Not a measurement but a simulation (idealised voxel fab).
A process module follows: voxel wiring stack.
In the cross-section labelled cut, the width is 225 nm and each square cell is 5 nm.
A cross-section in this document is a grid of square cells, and it is written down as bands, the top band listed before the ones below it; a band is made up of one or more rows of cells. Band: top and bottom heights (nm) first, top before bottom; then materials from left to right, widths in nm. "everywhere" marks a sole material filling the band edge to edge. "air" denotes empty space. Height reference: 0 = level under which incoming wafer is all one material. Lowest band: no bottom, runs on downward, e.g. "0 down". A width given as "30 to 40" starts at the first number in the band's top row and ends at the second number in its bottom row, shifting by an equal amount at every step from row to row. "no alteration" means the step left every cell of the cross-section as it was. Basically, "Closed void roster" tells you about the enclosed voids: empty spaces with no open way to the top, 8 cells or bigger, each written width x height at distance, where distance is from the left edge, all in nm. It should be noted that, on the line of a given step, the content following the step's settings is a remark produced by the simulator itself with respect to that step. overlay nm, on a step with a mask: how far to the right of its planned place the mask lay; to the left if negative.

# These are the steps we planned for the process
step 1: RECEIVE | material Si
step 2: CONFORMAL_DEP | material SiO2 | thk nm 15
step 3: CONFORMAL_DEP | material SiCN | thk nm 5
step 4: DIRECTIONAL_DEP | material SiO2 | thk nm 25
step 5: PATTERN | tone open | mask id METAL_1 | material resist | width nm 25 | pitch nm 45 | thk nm 15 | overlay nm 0
step 6: DIRECTIONAL_ETCH | etch materials SiO2 | depth nm 25
step 7: DIRECTIONAL_ETCH | etch materials SiCN | depth nm 5
step 8: STRIP | etch materials resist
step 9: CONFORMAL_DEP | material TiN | thk nm 5
step 10: FILL_DEP | material W | thk nm 5
step 11: CMP | height nm 45
step 12: CONFORMAL_DEP | material SiCN | thk nm 5
step 13: DIRECTIONAL_DEP | material lowk | thk nm 25
step 14: PATTERN | tone open | mask id METAL_2 | material resist | width nm 25 | pitch nm 45 | thk nm 15 | overlay nm 0
step 15: DIRECTIONAL_ETCH | etch materials lowk | depth nm 15
step 16: STRIP | etch materials resist
step 17: PATTERN | tone open | mask id METAL_2_HOLES | material resist | width nm 15 | pitch nm 45 | thk nm 15 | overlay nm 0
step 18: DIRECTIONAL_ETCH | etch materials lowk | depth nm 10
step 19: DIRECTIONAL_ETCH | etch materials SiCN | depth nm 5
step 20: STRIP | etch materials resist
step 21: CONFORMAL_DEP | material TiN | thk nm 5
step 22: FILL_DEP | material Cu | thk nm 5
step 23: CMP | height nm 75
step 24: CONFORMAL_DEP | material SiCN | thk nm 5
step 25: DIRECTIONAL_DEP | material SiO2 | thk nm 15
step 26: PATTERN | tone open | mask id PLUG_2 | material resist | width nm 15 | pitch nm 90 | thk nm 15 | overlay nm 0
step 27: DIRECTIONAL_ETCH | etch materials SiO2 | depth nm 15
step 28: DIRECTIONAL_ETCH | etch materials SiCN | depth nm 5
step 29: STRIP | etch materials resist
step 30: CONFORMAL_DEP | material TiN | thk nm 5
step 31: FILL_DEP | material Cu | thk nm 5
step 32: CMP | height nm 95
step 33: DIRECTIONAL_DEP | material TiN | thk nm 5
step 34: DIRECTIONAL_DEP | material W | thk nm 20
step 35: DIRECTIONAL_DEP | material aC | thk nm 10
step 36: PATTERN | tone cover | mask id METAL_3 | material resist | width nm 25 | pitch nm 45 | thk nm 25 | overlay nm 0
step 37: DIRECTIONAL_ETCH | etch materials aC | depth nm 10
step 38: STRIP | etch materials resist
step 39: DIRECTIONAL_ETCH | etch materials W | depth nm 20
step 40: DIRECTIONAL_ETCH | etch materials TiN | depth nm 5
step 41: STRIP | etch materials aC
step 42: CONFORMAL_DEP | material SiCN | thk nm 5
step 43: FILL_DEP | material SiO2 | thk nm 10
step 44: CMP | height nm 120
step 45: CONFORMAL_DEP | material SiCN | thk nm 5
step 46: DIRECTIONAL_DEP | material lowk | thk nm 25
step 47: PATTERN | tone open | mask id METAL_4 | material resist | width nm 25 | pitch nm 45 | thk nm 15 | overlay nm 0
step 48: DIRECTIONAL_ETCH | etch materials lowk | depth nm 15
step 49: STRIP | etch materials resist
step 50: DIRECTIONAL_DEP | material aC | thk nm 10
step 51: PATTERN | tone open | mask id METAL_4_HOLES | material resist | width nm 15 | pitch nm 45 | thk nm 30 | overlay nm 0
step 52: DIRECTIONAL_ETCH | etch materials aC | depth nm 10
step 53: STRIP | etch materials resist
step 54: DIRECTIONAL_ETCH | etch materials lowk | depth nm 10
step 55: DIRECTIONAL_ETCH | etch materials SiCN | depth nm 5
step 56: STRIP | etch materials aC
step 57: CONFORMAL_DEP | material TiN | thk nm 5
step 58: FILL_DEP | material Ru | thk nm 10
step 59: CMP | height nm 150
step 60: CONFORMAL_DEP | material SiCN | thk nm 5

# This is the cross-section of the wafer as we received it, i.e. after step 1
	0 down  Si everywhere
	Closed void roster: none

# This is how the wafer looks in cross-section once the module is done, given the starting state and plan above and one mistake in carrying the plan out
	155 to 150  SiCN everywhere
	150 to 140  30 lowk, then 5 TiN, then 15 Ru, then 5 TiN, then 20 lowk, then 5 TiN, then 15 Ru, then 5 TiN, then 20 lowk, then 5 TiN, then 15 Ru, then 5 TiN, then 20 lowk, then 5 TiN, then 15 Ru, then 5 TiN, then 35 lowk
	140 to 135  30 lowk, then 5 TiN, then 5 Ru, then 15 TiN, then 20 lowk, then 5 TiN, then 5 Ru, then 15 TiN, then 20 lowk, then 5 TiN, then 5 Ru, then 15 TiN, then 20 lowk, then 5 TiN, then 5 Ru, then 15 TiN, then 35 lowk
	135 to 125  30 lowk, then 5 TiN, then 5 Ru, then 5 TiN, then 30 lowk, then 5 TiN, then 5 Ru, then 5 TiN, then 30 lowk, then 5 TiN, then 5 Ru, then 5 TiN, then 30 lowk, then 5 TiN, then 5 Ru, then 5 TiN, then 45 lowk
	125 to 120  30 SiCN, then 15 TiN, then 30 SiCN, then 15 TiN, then 30 SiCN, then 15 TiN, then 30 SiCN, then 15 TiN, then 45 SiCN
	120 to 100  25 SiO2, then 5 SiCN, then 25 W, then 5 SiCN, then 10 SiO2, then 5 SiCN, then 25 W, then 5 SiCN, then 10 SiO2, then 5 SiCN, then 25 W, then 5 SiCN, then 10 SiO2, then 5 SiCN, then 25 W, then 5 SiCN, then 30 SiO2
	100 to 95  30 SiCN, then 25 TiN, then 20 SiCN, then 25 TiN, then 20 SiCN, then 25 TiN, then 20 SiCN, then 25 TiN, then 35 SiCN
	95 to 80  35 SiO2, then 5 Cu, then 85 SiO2, then 5 Cu, then 95 SiO2
	80 to 75  30 SiCN, then 15 SiO2, then 75 SiCN, then 15 SiO2, then 90 SiCN
	75 to 65  30 lowk, then 5 TiN, then 15 Cu, then 5 TiN, then 20 lowk, then 5 TiN, then 15 Cu, then 5 TiN, then 20 lowk, then 5 TiN, then 15 Cu, then 5 TiN, then 20 lowk, then 5 TiN, then 15 Cu, then 5 TiN, then 35 lowk
	65 to 60  30 lowk, then 5 TiN, then 5 Cu, then 15 TiN, then 20 lowk, then 5 TiN, then 5 Cu, then 15 TiN, then 20 lowk, then 5 TiN, then 5 Cu, then 15 TiN, then 20 lowk, then 5 TiN, then 5 Cu, then 15 TiN, then 35 lowk
	60 to 50  30 lowk, then 5 TiN, then 5 Cu, then 5 TiN, then 30 lowk, then 5 TiN, then 5 Cu, then 5 TiN, then 30 lowk, then 5 TiN, then 5 Cu, then 5 TiN, then 30 lowk, then 5 TiN, then 5 Cu, then 5 TiN, then 45 lowk
	50 to 45  30 SiCN, then 15 TiN, then 30 SiCN, then 15 TiN, then 30 SiCN, then 15 TiN, then 30 SiCN, then 15 TiN, then 45 SiCN
	45 to 20  30 SiO2, then 5 TiN, then 15 W, then 5 TiN, then 20 SiO2, then 5 TiN, then 15 W, then 5 TiN, then 20 SiO2, then 5 TiN, then 15 W, then 5 TiN, then 20 SiO2, then 5 TiN, then 15 W, then 5 TiN, then 35 SiO2
	20 to 15  30 SiCN, then 25 TiN, then 20 SiCN, then 25 TiN, then 20 SiCN, then 25 TiN, then 20 SiCN, then 25 TiN, then 35 SiCN
	15 to 0  SiO2 everywhere
	0 down  Si everywhere
	Closed void roster: none
It is concluded that the wafer was processed incorrectly with respect to the plan, in that step 30: run off-plan, actual operation and settings CONFORMAL_DEP | material SiO2 | thk nm 5
